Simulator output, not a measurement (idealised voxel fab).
process module | voxel spacer lines
cross-section cut | 250 nm wide | cells 5 nm
A cross-section is a grid of square cells, given in bands from the top down. A band is one or more rows of cells.
Each band's line starts with the height of the band's top and of its bottom, in nm. Then come its materials from left to right, each with its width in nm. One material with "throughout" fills the band from edge to edge. "air" is empty space.
Height 0 is the level under which the wafer as received is all one material. The lowest band goes on downwards, as in "0 down".
A width such as "30 to 40" changes by the same amount from each row of cells to the next, from the band's top row to its bottom row.
"no change" after a step means that no cell of the cross-section changed.
closed voids: empty space of 8 cells or more with no open way to the top, each as width x height at its distance from the left edge, in nm
after a step's settings: what the simulator itself notes on the step
overlay nm, on a step with a mask: how far to the right of its planned place the mask lay; to the left if negative
plan
1 op RECEIVE | material Si
2 op CONFORMAL_DEP | material Al2O3 | thk nm 10
3 op DIRECTIONAL_DEP | material TiN | thk nm 10
4 op DIRECTIONAL_DEP | material aC | thk nm 20
5 op PATTERN | tone cover | mask id MANDREL | material resist | width nm 20 | pitch nm 60 | thk nm 30 | overlay nm -15
6 op DIRECTIONAL_ETCH | etch materials aC | depth nm 20
7 op STRIP | etch materials resist
8 op CONFORMAL_DEP | material SiO2 | thk nm 10
9 op DIRECTIONAL_ETCH | etch materials SiO2 | depth nm 10
10 op STRIP | etch materials aC
11 op DIRECTIONAL_ETCH | etch materials TiN | depth nm 10
12 op STRIP | etch materials SiO2
13 op FILL_DEP | material SiO2 | thk nm 5
14 op CMP | height nm 20
varied across the wafers: overlay nm of step 5. The plan shows the first wafer's value. All wafers start alike
first wafer as received, after step 1
  0 down: Si throughout
  closed voids: none
first wafer at the end, after step 14
  20 to 10: SiO2 30 | TiN 10 | SiO2 20 | TiN 10 | SiO2 20 | TiN 10 | SiO2 20 | TiN 10 | SiO2 20 | TiN 10 | SiO2 20 | TiN 10 | SiO2 60
  10 to 0: Al2O3 throughout
  0 down: Si throughout
  closed voids: none
last wafer at the end
  20 to 10: SiO2 60 | TiN 10 | SiO2 20 | TiN 10 | SiO2 20 | TiN 10 | SiO2 20 | TiN 10 | SiO2 20 | TiN 10 | SiO2 20 | TiN 10 | SiO2 30
  10 to 0: Al2O3 throughout
  0 down: Si throughout
  closed voids: none
each wafer at the end: cells of each material gained (+) or lost (-) since it was received, then its closed voids
overlay nm -15 | +100 Al2O3 | +76 SiO2 | +24 TiN | closed voids: none
overlay nm -10 | +100 Al2O3 | +76 SiO2 | +24 TiN | closed voids: none
overlay nm -5 | +100 Al2O3 | +76 SiO2 | +24 TiN | closed voids: none
overlay nm 0 | +100 Al2O3 | +76 SiO2 | +24 TiN | closed voids: none
overlay nm 5 | +100 Al2O3 | +76 SiO2 | +24 TiN | closed voids: none
overlay nm 10 | +100 Al2O3 | +76 SiO2 | +24 TiN | closed voids: none
overlay nm 15 | +100 Al2O3 | +76 SiO2 | +24 TiN | closed voids: none
